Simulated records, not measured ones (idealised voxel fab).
process module | voxel wiring stack
cross-section cut | 295 nm wide | cells 5 nm
A cross-section is a grid of square cells, given in bands from the top down. A band is one or more rows of cells.
Each band's line starts with the height of the band's top and of its bottom, in nm. Then come its materials from left to right, each with its width in nm. One material with "throughout" fills the band from edge to edge. "air" is empty space.
Height 0 is the level under which the wafer as received is all one material. The lowest band goes on downwards, as in "0 down".
A width such as "30 to 40" changes by the same amount from each row of cells to the next, from the band's top row to its bottom row.
"no change" after a step means that no cell of the cross-section changed.
closed voids: empty space of 8 cells or more with no open way to the top, each as width x height at its distance from the left edge, in nm
after a step's settings: what the simulator itself notes on the step
overlay nm, on a step with a mask: how far to the right of its planned place the mask lay; to the left if negative
plan
1 op RECEIVE | material Si
2 op CONFORMAL_DEP | material SiO2 | thk nm 10
3 op DIRECTIONAL_DEP | material TiN | thk nm 5
4 op DIRECTIONAL_DEP | material Ru | thk nm 15
5 op PATTERN | tone cover | mask id METAL_1 | material resist | width nm 30 | pitch nm 60 | thk nm 20 | overlay nm 0
6 op DIRECTIONAL_ETCH | etch materials Ru | depth nm 15
7 op DIRECTIONAL_ETCH | etch materials TiN | depth nm 5
8 op STRIP | etch materials resist
9 op FILL_DEP | material SiO2 | thk nm 5
10 op CMP | height nm 30
11 op CONFORMAL_DEP | material SiCN | thk nm 5
12 op DIRECTIONAL_DEP | material SiO2 | thk nm 20
13 op MASKED_ETCH | tone open | mask id PLUG_1 | width nm 15 | pitch nm 120 | etch materials SiO2 | depth nm 20 | overlay nm 0
14 op MASKED_ETCH | tone open | mask id PLUG_1 | width nm 15 | pitch nm 120 | etch materials SiCN | depth nm 5 | overlay nm 0
15 op EPI | material Ru | thk nm 10
16 op EPI | material Ru | thk nm 10
17 op EPI | material Ru | thk nm 5
18 op DIRECTIONAL_DEP | material TiN | thk nm 5
19 op DIRECTIONAL_DEP | material Ru | thk nm 25
20 op MASKED_ETCH | tone cover | mask id METAL_2 | width nm 30 | pitch nm 60 | etch materials Ru | depth nm 25 | overlay nm 0
21 op MASKED_ETCH | tone cover | mask id METAL_2 | width nm 30 | pitch nm 60 | etch materials TiN | depth nm 5 | overlay nm 0
22 op CONFORMAL_DEP | material SiCN | thk nm 5
23 op FILL_DEP | material SiO2 | thk nm 5
24 op CMP | height nm 85
25 op CONFORMAL_DEP | material SiCN | thk nm 5
as received, after step 1
  0 down: Si throughout
  closed voids: none
a wafer at the end: this start, this plan, one mistake
  90 to 85: SiCN throughout
  85 to 80: SiO2 35 | SiCN 5 | Ru 30 | SiCN 5 | SiO2 20 | SiCN 5 | Ru 30 | SiCN 5 | SiO2 20 | SiCN 5 | Ru 30 | SiCN 5 | SiO2 20 | SiCN 5 | Ru 30 | SiCN 5 | SiO2 40
  80 to 75: SiCN 40 | Ru 15 | TiN 15 | SiCN 30 | TiN 30 | SiCN 30 | Ru 15 | TiN 15 | SiCN 30 | TiN 30 | SiCN 45
  75 to 60: SiO2 40 | Ru 15 | SiO2 105 | Ru 15 | SiO2 120
  60 to 55: SiO2 40 | TiN 15 | SiO2 105 | TiN 15 | SiO2 120
  55 to 35: SiO2 throughout
  35 to 30: SiCN throughout
  30 to 15: SiO2 40 | Ru 30 | SiO2 30 | Ru 30 | SiO2 30 | Ru 30 | SiO2 30 | Ru 30 | SiO2 45
  15 to 10: SiO2 40 | TiN 30 | SiO2 30 | TiN 30 | SiO2 30 | TiN 30 | SiO2 30 | TiN 30 | SiO2 45
  10 to 0: SiO2 throughout
  0 down: Si throughout
  closed voids: none
what went wrong: step 12 was run twice
